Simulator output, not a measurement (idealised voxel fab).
Herein follows the process module entitled voxel capacitor over wiring.
Displayed cross-section: cut, width of 280 nm, square cells sized 5 nm.
Cross-section spec: square-cell grid; bands listed top down; each band is one or more rows.
This entry defines a band. It first specifies the height of the band's top and the height of its bottom in nm, and then specifies the band's materials from left to right, stating each material with its width in nm. The word "full width" identifies a single material that fills the band from edge to edge, while the word "empty" identifies empty space.
It should be noted that heights are counted from 0, beneath which the wafer as supplied is of one material throughout, and that the lowest band possesses no lower boundary but continues downward, as written in "top 0, no bottom".
A two-number width, for instance "30 to 40", indicates that the width is equal to the first number in the top row of the band and to the second number in the bottom row, and that it changes by a constant amount per row of cells.
No cell of the cross-section changed in a step that is given as "no change".
The label "Internal closed voids" introduces a list of the empty spaces, 8 cells or larger, that have no open way up to the top; each entry in it reads width x height at distance, where the distance is taken from the left edge and all three are stated in nm.
Where a step's line continues beyond its settings, the continuation is a remark by the simulator itself on that step.
Each step line may optionally specify "overlay nm", which for a step with a mask gives the rightward distance between the mask's planned place and where it lay, a negative value indicating the leftward direction.
PROCESS STEPS (PLANNED)
step 1: RECEIVE [material Si]
step 2: CONFORMAL_DEP [material SiO2] [thk nm 10]
step 3: DIRECTIONAL_DEP [material TiN] [thk nm 5]
step 4: DIRECTIONAL_DEP [material W] [thk nm 20]
step 5: MASKED_ETCH [tone cover] [mask id METAL_1] [width nm 25] [pitch nm 85] [etch materials W] [depth nm 20] [overlay nm 0]
step 6: MASKED_ETCH [tone cover] [mask id METAL_1] [width nm 25] [pitch nm 85] [etch materials TiN] [depth nm 5] [overlay nm 0]
step 7: CONFORMAL_DEP [material SiN] [thk nm 5]
step 8: FILL_DEP [material lowk] [thk nm 5]
step 9: CMP [height nm 35]
step 10: CONFORMAL_DEP [material SiCN] [thk nm 5]
step 11: DIRECTIONAL_DEP [material SiO2] [thk nm 15]
step 12: PATTERN [tone open] [mask id PLUG_1] [material resist] [width nm 15] [thk nm 15] [overlay nm 0]
step 13: DIRECTIONAL_ETCH [etch materials SiO2] [depth nm 15]
step 14: DIRECTIONAL_ETCH [etch materials SiCN] [depth nm 5]
step 15: STRIP [etch materials resist]
step 16: EPI [material Ru] [thk nm 10]
step 17: EPI [material Ru] [thk nm 10]
step 18: DIRECTIONAL_DEP [material TiN] [thk nm 10]
step 19: DIRECTIONAL_DEP [material HfO2] [thk nm 5]
step 20: DIRECTIONAL_DEP [material TiN] [thk nm 5]
step 21: DIRECTIONAL_DEP [material aC] [thk nm 15]
step 22: PATTERN [tone cover] [mask id UPPER_PLATE] [material resist] [width nm 65] [thk nm 30] [overlay nm 0]
step 23: DIRECTIONAL_ETCH [etch materials aC] [depth nm 15]
step 24: STRIP [etch materials resist]
step 25: DIRECTIONAL_ETCH [etch materials TiN] [depth nm 5]
step 26: DIRECTIONAL_ETCH [etch materials HfO2] [depth nm 5]
step 27: STRIP [etch materials aC]
step 28: DIRECTIONAL_DEP [material aC] [thk nm 15]
step 29: PATTERN [tone cover] [mask id LOWER_PLATE] [material resist] [width nm 75] [thk nm 35] [overlay nm 0]
step 30: DIRECTIONAL_ETCH [etch materials aC] [depth nm 15]
step 31: STRIP [etch materials resist]
step 32: DIRECTIONAL_ETCH [etch materials TiN] [depth nm 10]
step 33: STRIP [etch materials aC]
step 34: FILL_DEP [material SiO2] [thk nm 15]
step 35: CMP [height nm 85]
step 36: DIRECTIONAL_DEP [material aC] [thk nm 15]
step 37: PATTERN [tone open] [mask id PLUG_2] [material resist] [width nm 15] [thk nm 35] [overlay nm 0]
step 38: DIRECTIONAL_ETCH [etch materials aC] [depth nm 15]
step 39: STRIP [etch materials resist]
step 40: DIRECTIONAL_ETCH [etch materials SiO2] [depth nm 10]
step 41: STRIP [etch materials aC]
step 42: CONFORMAL_DEP [material TiN] [thk nm 5]
step 43: FILL_DEP [material Cu] [thk nm 5]
step 44: CMP [height nm 85]
step 45: CONFORMAL_DEP [material SiCN] [thk nm 5]
Be aware that, although all wafers share a common starting state, the thk nm at step 45 differs among them, and the plan displays the first wafer's value.
FIRST WAFER OF SEVERAL, AS RECEIVED: CROSS-SECTION AFTER STEP 1
> top 0, no bottom | Si full width
> Internal closed voids: none
TABLE: WAFERS, A ROW EACH; END-OF-MODULE CELL CHANGE PER MATERIAL SINCE RECEIPT, GAIN (+), LOSS (-); THEN CLOSED VOIDS
thk nm 5, +1 Cu, +13 HfO2, +12 Ru, +109 SiCN, +62 SiN, +545 SiO2, +58 TiN, +40 W, +168 lowk, Internal closed voids: none
thk nm 10, +1 Cu, +13 HfO2, +12 Ru, +165 SiCN, +62 SiN, +545 SiO2, +58 TiN, +40 W, +168 lowk, Internal closed voids: none
thk nm 15, +1 Cu, +13 HfO2, +12 Ru, +221 SiCN, +62 SiN, +545 SiO2, +58 TiN, +40 W, +168 lowk, Internal closed voids: none
thk nm 20, +1 Cu, +13 HfO2, +12 Ru, +277 SiCN, +62 SiN, +545 SiO2, +58 TiN, +40 W, +168 lowk, Internal closed voids: none
